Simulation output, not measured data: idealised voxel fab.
process module | voxel quadruple lines
cross-section cut | 300 nm wide | cells 5 nm
A cross-section is a grid of square cells, given in bands from the top down. A band is one or more rows of cells.
Each band's line starts with the height of the band's top and of its bottom, in nm. Then come its materials from left to right, each with its width in nm. One material with "throughout" fills the band from edge to edge. "air" is empty space.
Height 0 is the level under which the wafer as received is all one material. The lowest band goes on downwards, as in "0 down".
A width such as "30 to 40" changes by the same amount from each row of cells to the next, from the band's top row to its bottom row.
"no change" after a step means that no cell of the cross-section changed.
closed voids: empty space of 8 cells or more with no open way to the top, each as width x height at its distance from the left edge, in nm
after a step's settings: what the simulator itself notes on the step
overlay nm, on a step with a mask: how far to the right of its planned place the mask lay; to the left if negative
plan
1 op RECEIVE | material Si
2 op CONFORMAL_DEP | material Al2O3 | thk nm 5
3 op DIRECTIONAL_DEP | material W | thk nm 15
4 op DIRECTIONAL_DEP | material polySi | thk nm 20
5 op DIRECTIONAL_DEP | material aC | thk nm 25
6 op PATTERN | tone cover | mask id MANDREL | material resist | width nm 25 | pitch nm 80 | thk nm 35 | overlay nm 0
7 op DIRECTIONAL_ETCH | etch materials aC | depth nm 25
8 op STRIP | etch materials resist
9 op CONFORMAL_DEP | material SiO2 | thk nm 15
10 op DIRECTIONAL_ETCH | etch materials SiO2 | depth nm 15
11 op STRIP | etch materials aC
12 op DIRECTIONAL_ETCH | etch materials polySi | depth nm 20
13 op STRIP | etch materials SiO2
14 op CONFORMAL_DEP | material SiCN | thk nm 5
15 op DIRECTIONAL_ETCH | etch materials SiCN | depth nm 5
16 op STRIP | etch materials polySi
17 op DIRECTIONAL_ETCH | etch materials W | depth nm 15
18 op STRIP | etch materials SiCN
19 op FILL_DEP | material SiO2 | thk nm 10
20 op CMP | height nm 20
first wafer, as planned
as received, after step 1
  0 down: Si throughout
  closed voids: none
after step 2
  5 to 0: Al2O3 throughout
  below 0: unchanged
after step 3
  20 to 5: W throughout
  below 5: unchanged
after step 4
  40 to 20: polySi throughout
  below 20: unchanged
after step 5
  65 to 40: aC throughout
  below 40: unchanged
after step 6
  100 to 65: air 95 | resist 25 | air 55 | resist 25 | air 100
  below 65: unchanged
after step 7
  75 to 65: air 95 | resist 25 | air 55 | resist 25 | air 100
  65 to 40: air 95 | aC 25 | air 55 | aC 25 | air 100
  below 40: unchanged
after step 8
  65 to 40: air 95 | aC 25 | air 55 | aC 25 | air 100
  below 40: unchanged
after step 9
  80 to 65: air 80 | SiO2 55 | air 25 | SiO2 55 | air 85
  65 to 55: air 80 | SiO2 15 | aC 25 | SiO2 15 | air 25 | SiO2 15 | aC 25 | SiO2 15 | air 85
  55 to 40: SiO2 95 | aC 25 | SiO2 55 | aC 25 | SiO2 100
  below 40: unchanged
after step 10
  65 to 40: air 80 | SiO2 15 | aC 25 | SiO2 15 | air 25 | SiO2 15 | aC 25 | SiO2 15 | air 85
  below 40: unchanged
after step 11
  65 to 40: air 80 | SiO2 15 | air 25 | SiO2 15 | air 25 | SiO2 15 | air 25 | SiO2 15 | air 85
  below 40: unchanged
after step 12
  65 to 40: air 80 | SiO2 15 | air 25 | SiO2 15 | air 25 | SiO2 15 | air 25 | SiO2 15 | air 85
  40 to 20: air 80 | polySi 15 | air 25 | polySi 15 | air 25 | polySi 15 | air 25 | polySi 15 | air 85
  below 20: unchanged
after step 13
  40 to 20: air 80 | polySi 15 | air 25 | polySi 15 | air 25 | polySi 15 | air 25 | polySi 15 | air 85
  below 20: unchanged
after step 14
  45 to 40: air 75 | SiCN 25 | air 15 | SiCN 25 | air 15 | SiCN 25 | air 15 | SiCN 25 | air 80
  40 to 25: air 75 | SiCN 5 | polySi 15 | SiCN 5 | air 15 | SiCN 5 | polySi 15 | SiCN 5 | air 15 | SiCN 5 | polySi 15 | SiCN 5 | air 15 | SiCN 5 | polySi 15 | SiCN 5 | air 80
  25 to 20: SiCN 80 | polySi 15 | SiCN 25 | polySi 15 | SiCN 25 | polySi 15 | SiCN 25 | polySi 15 | SiCN 85
  below 20: unchanged
after step 15
  40 to 20: air 75 | SiCN 5 | polySi 15 | SiCN 5 | air 15 | SiCN 5 | polySi 15 | SiCN 5 | air 15 | SiCN 5 | polySi 15 | SiCN 5 | air 15 | SiCN 5 | polySi 15 | SiCN 5 | air 80
  below 20: unchanged
after step 16
  40 to 20: air 75 | SiCN 5 | air 15 | SiCN 5 | air 15 | SiCN 5 | air 15 | SiCN 5 | air 15 | SiCN 5 | air 15 | SiCN 5 | air 15 | SiCN 5 | air 15 | SiCN 5 | air 80
  below 20: unchanged
after step 17
  40 to 20: air 75 | SiCN 5 | air 15 | SiCN 5 | air 15 | SiCN 5 | air 15 | SiCN 5 | air 15 | SiCN 5 | air 15 | SiCN 5 | air 15 | SiCN 5 | air 15 | SiCN 5 | air 80
  20 to 5: air 75 | W 5 | air 15 | W 5 | air 15 | W 5 | air 15 | W 5 | air 15 | W 5 | air 15 | W 5 | air 15 | W 5 | air 15 | W 5 | air 80
  below 5: unchanged
after step 18
  20 to 5: air 75 | W 5 | air 15 | W 5 | air 15 | W 5 | air 15 | W 5 | air 15 | W 5 | air 15 | W 5 | air 15 | W 5 | air 15 | W 5 | air 80
  below 5: unchanged
after step 19
  30 to 20: SiO2 throughout
  20 to 5: SiO2 75 | W 5 | SiO2 15 | W 5 | SiO2 15 | W 5 | SiO2 15 | W 5 | SiO2 15 | W 5 | SiO2 15 | W 5 | SiO2 15 | W 5 | SiO2 15 | W 5 | SiO2 80
  below 5: unchanged
after step 20
  20 to 5: SiO2 75 | W 5 | SiO2 15 | W 5 | SiO2 15 | W 5 | SiO2 15 | W 5 | SiO2 15 | W 5 | SiO2 15 | W 5 | SiO2 15 | W 5 | SiO2 15 | W 5 | SiO2 80
  below 5: unchanged
second wafer: like start, like plan, one mistake. Through step 1 it matches the first wafer
when step 2 should have ended
  15 to 0: W throughout
  below 0: unchanged
when step 3 should have ended
  20 to 15: Al2O3 throughout
  below 15: unchanged
when step 4 should have ended
  40 to 20: polySi throughout
  below 20: unchanged
when step 5 should have ended
  65 to 40: aC throughout
  below 40: unchanged
when step 6 should have ended
  100 to 65: air 95 | resist 25 | air 55 | resist 25 | air 100
  below 65: unchanged
when step 7 should have ended
  75 to 65: air 95 | resist 25 | air 55 | resist 25 | air 100
  65 to 40: air 95 | aC 25 | air 55 | aC 25 | air 100
  below 40: unchanged
when step 8 should have ended
  65 to 40: air 95 | aC 25 | air 55 | aC 25 | air 100
  below 40: unchanged
when step 9 should have ended
  80 to 65: air 80 | SiO2 55 | air 25 | SiO2 55 | air 85
  65 to 55: air 80 | SiO2 15 | aC 25 | SiO2 15 | air 25 | SiO2 15 | aC 25 | SiO2 15 | air 85
  55 to 40: SiO2 95 | aC 25 | SiO2 55 | aC 25 | SiO2 100
  below 40: unchanged
when step 10 should have ended
  65 to 40: air 80 | SiO2 15 | aC 25 | SiO2 15 | air 25 | SiO2 15 | aC 25 | SiO2 15 | air 85
  below 40: unchanged
when step 11 should have ended
  65 to 40: air 80 | SiO2 15 | air 25 | SiO2 15 | air 25 | SiO2 15 | air 25 | SiO2 15 | air 85
  below 40: unchanged
when step 12 should have ended
  65 to 40: air 80 | SiO2 15 | air 25 | SiO2 15 | air 25 | SiO2 15 | air 25 | SiO2 15 | air 85
  40 to 20: air 80 | polySi 15 | air 25 | polySi 15 | air 25 | polySi 15 | air 25 | polySi 15 | air 85
  below 20: unchanged
when step 13 should have ended
  40 to 20: air 80 | polySi 15 | air 25 | polySi 15 | air 25 | polySi 15 | air 25 | polySi 15 | air 85
  below 20: unchanged
when step 14 should have ended
  45 to 40: air 75 | SiCN 25 | air 15 | SiCN 25 | air 15 | SiCN 25 | air 15 | SiCN 25 | air 80
  40 to 25: air 75 | SiCN 5 | polySi 15 | SiCN 5 | air 15 | SiCN 5 | polySi 15 | SiCN 5 | air 15 | SiCN 5 | polySi 15 | SiCN 5 | air 15 | SiCN 5 | polySi 15 | SiCN 5 | air 80
  25 to 20: SiCN 80 | polySi 15 | SiCN 25 | polySi 15 | SiCN 25 | polySi 15 | SiCN 25 | polySi 15 | SiCN 85
  below 20: unchanged
when step 15 should have ended
  40 to 20: air 75 | SiCN 5 | polySi 15 | SiCN 5 | air 15 | SiCN 5 | polySi 15 | SiCN 5 | air 15 | SiCN 5 | polySi 15 | SiCN 5 | air 15 | SiCN 5 | polySi 15 | SiCN 5 | air 80
  below 20: unchanged
when step 16 should have ended
  40 to 20: air 75 | SiCN 5 | air 15 | SiCN 5 | air 15 | SiCN 5 | air 15 | SiCN 5 | air 15 | SiCN 5 | air 15 | SiCN 5 | air 15 | SiCN 5 | air 15 | SiCN 5 | air 80
  below 20: unchanged
when step 17 should have ended: no change
when step 18 should have ended
  20 to 15: Al2O3 throughout
  below 15: unchanged
when step 19 should have ended
  30 to 20: SiO2 throughout
  below 20: unchanged
when step 20 should have ended
  20 to 15: Al2O3 throughout
  below 15: unchanged
what went wrong: steps 2 and 3 were swapped
at the end the second wafer has, in cells: 156 fewer of SiO2 | 156 more of W
